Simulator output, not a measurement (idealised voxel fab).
Process module under the name voxel self aligned vias
We display cut, a cross-section 255 nm in width whose square cells are each 5 nm.
Heads up, the way a cross-section reads in here is a grid of square cells, handed over as bands from the top down, with every band being one or more rows of cells. This entry defines a band. It first specifies the height of the band's top and the height of its bottom in nm, and then specifies the band's materials from left to right, stating each material with its width in nm. The word "edge to edge" identifies a single material that fills the band from edge to edge, while the word "air" identifies empty space. Note: height 0 marks the level under which the wafer is uniformly one material as received. Lowest band unbounded below, written "0 -> down". With a width like "30 to 40", each row of cells in the band differs from the next by the same amount, the top row carrying the first number and the bottom row the second. Any step labelled "nothing got changed" changed none of the cells in the cross-section. Any empty space of 8 cells or more lacking an open way to the top shows up in "Closed void table" as width x height at distance, distance from the left edge, in nm. Past the settings on a step's line: simulator remark, on that step. On any step carrying a mask, the "overlay nm" setting, if present on the step's line, tells how far right of its planned place the mask lay; negative values point to the left.
### List of planned process steps
1) RECEIVE | material Si
2) CONFORMAL_DEP | material SiO2 | thk nm 15
3) CONFORMAL_DEP | material SiCN | thk nm 5
4) DIRECTIONAL_DEP | material SiO2 | thk nm 25
5) PATTERN | tone open | mask id LINES | material resist | width nm 30 | pitch nm 70 | thk nm 20 | overlay nm 0
6) DIRECTIONAL_ETCH | etch materials SiO2 | depth nm 25
7) STRIP | etch materials resist
8) CONFORMAL_DEP | material TiN | thk nm 5
9) FILL_DEP | material W | thk nm 5
10) CMP | height nm 45
11) SELECTIVE_ETCH | etch materials W Ru TiN | depth nm 5
12) FILL_DEP | material SiN | thk nm 5
13) CMP | height nm 45
14) DIRECTIONAL_DEP | material SiO2 | thk nm 20
15) PATTERN | tone open | mask id VIAS | material resist | width nm 40 | pitch nm 70 | thk nm 20 | overlay nm 0
16) DIRECTIONAL_ETCH | etch materials SiO2 | depth nm 20
17) DIRECTIONAL_ETCH | etch materials SiN | depth nm 5
18) STRIP | etch materials resist
19) CONFORMAL_DEP | material TiN | thk nm 5
20) FILL_DEP | material W | thk nm 5
21) CMP | height nm 65
22) CONFORMAL_DEP | material SiN | thk nm 5
### Received-state cross-section, reflecting completion of step 1
	0 -> down | Si edge to edge
	Closed void table: none
### The first of two wafers, cross-sectioned at the end of the module, with the run proceeding as planned
	70 -> 65 | SiN edge to edge
	65 -> 50 | SiO2 70 nm; TiN 5 nm; W 30 nm; TiN 5 nm; SiO2 30 nm; TiN 5 nm; W 30 nm; TiN 5 nm; SiO2 75 nm
	50 -> 45 | SiO2 70 nm; TiN 10 nm; W 20 nm; TiN 10 nm; SiO2 30 nm; TiN 10 nm; W 20 nm; TiN 10 nm; SiO2 75 nm
	45 -> 40 | SiO2 75 nm; TiN 30 nm; SiO2 40 nm; TiN 30 nm; SiO2 80 nm
	40 -> 25 | SiO2 75 nm; TiN 5 nm; W 20 nm; TiN 5 nm; SiO2 40 nm; TiN 5 nm; W 20 nm; TiN 5 nm; SiO2 80 nm
	25 -> 20 | SiO2 75 nm; TiN 30 nm; SiO2 40 nm; TiN 30 nm; SiO2 80 nm
	20 -> 15 | SiCN edge to edge
	15 -> 0 | SiO2 edge to edge
	0 -> down | Si edge to edge
	Closed void table: none
### So this is wafer number two of the two, cut at the end of the module - it started where the first did and had the same plan, we just got one thing wrong running it
	70 -> 65 | SiN edge to edge
	65 -> 50 | SiO2 70 nm; TiN 5 nm; W 30 nm; TiN 5 nm; SiO2 30 nm; TiN 5 nm; W 30 nm; TiN 5 nm; SiO2 75 nm
	50 -> 45 | SiO2 70 nm; TiN 10 nm; W 20 nm; TiN 10 nm; SiO2 30 nm; TiN 10 nm; W 20 nm; TiN 10 nm; SiO2 75 nm
	45 -> 40 | SiO2 75 nm; TiN 30 nm; SiO2 40 nm; TiN 30 nm; SiO2 80 nm
	40 -> 25 | SiO2 75 nm; TiN 5 nm; W 20 nm; TiN 5 nm; SiO2 40 nm; TiN 5 nm; W 20 nm; TiN 5 nm; SiO2 80 nm
	25 -> 20 | SiO2 75 nm; TiN 30 nm; SiO2 40 nm; TiN 30 nm; SiO2 80 nm
	20 -> 5 | SiO2 edge to edge
	5 -> 0 | SiCN edge to edge
	0 -> down | Si edge to edge
	Closed void table: none
Against the plan, the run slipped here: steps 2 and 3 were swapped
Matching per-material cell counts, mismatched positions: that is how the second wafer compares with the first at the end.
